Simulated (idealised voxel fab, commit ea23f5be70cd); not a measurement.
process module | voxel quadruple lines
cross-section cut | 175 nm wide | cells 5 nm
A cross-section is a grid of square cells, given in bands from the top down. A band is one or more rows of cells.
Each band's line starts with the height of the band's top and of its bottom, in nm. Then come its materials from left to right, each with its width in nm. One material with "throughout" fills the band from edge to edge. "air" is empty space.
Height 0 is the level under which the wafer as received is all one material. The lowest band goes on downwards, as in "0 down".
A width such as "30 to 40" changes by the same amount from each row of cells to the next, from the band's top row to its bottom row.
"no change" after a step means that no cell of the cross-section changed.
closed voids: empty space of 8 cells or more with no open way to the top, each as width x height at its distance from the left edge, in nm
after a step's settings: what the simulator itself notes on the step
overlay nm, on a step with a mask: how far to the right of its planned place the mask lay; to the left if negative
plan
1 op RECEIVE | material Si
2 op CONFORMAL_DEP | material SiO2 | thk nm 5
3 op DIRECTIONAL_DEP | material TiN | thk nm 15
4 op DIRECTIONAL_DEP | material polySi | thk nm 15
5 op DIRECTIONAL_DEP | material aC | thk nm 20
6 op PATTERN | tone cover | mask id MANDREL | material resist | width nm 35 | thk nm 30 | overlay nm 0
7 op DIRECTIONAL_ETCH | etch materials aC | depth nm 20
8 op STRIP | etch materials resist
9 op CONFORMAL_DEP | material SiO2 | thk nm 15
10 op DIRECTIONAL_ETCH | etch materials SiO2 | depth nm 15
11 op STRIP | etch materials aC
12 op DIRECTIONAL_ETCH | etch materials polySi | depth nm 15
13 op STRIP | etch materials SiO2
14 op CONFORMAL_DEP | material SiCN | thk nm 10
15 op DIRECTIONAL_ETCH | etch materials SiCN | depth nm 10
16 op STRIP | etch materials polySi
17 op DIRECTIONAL_ETCH | etch materials TiN | depth nm 15
18 op STRIP | etch materials SiCN
19 op FILL_DEP | material SiO2 | thk nm 5
20 op CMP | height nm 20
as received, after step 1
  0 down: Si throughout
  closed voids: none
first wafer at the end, as planned
  20 to 5: SiO2 45 | TiN 10 | SiO2 15 | TiN 10 | SiO2 15 | TiN 10 | SiO2 15 | TiN 10 | SiO2 45
  5 to 0: SiO2 throughout
  0 down: Si throughout
  closed voids: none
second wafer at the end: like start, like plan, one mistake
  20 to 5: SiO2 60 | TiN 10 | SiO2 15 | TiN 5 | SiO2 15 | TiN 10 | SiO2 60
  5 to 0: SiO2 throughout
  0 down: Si throughout
  closed voids: none
what went wrong: step 6 ran as: op PATTERN | tone open | mask id MANDREL | material resist | width nm 35 | thk nm 30 | overlay nm 0
at the end the second wafer has, in cells: 9 more of SiO2 | 9 fewer of TiN
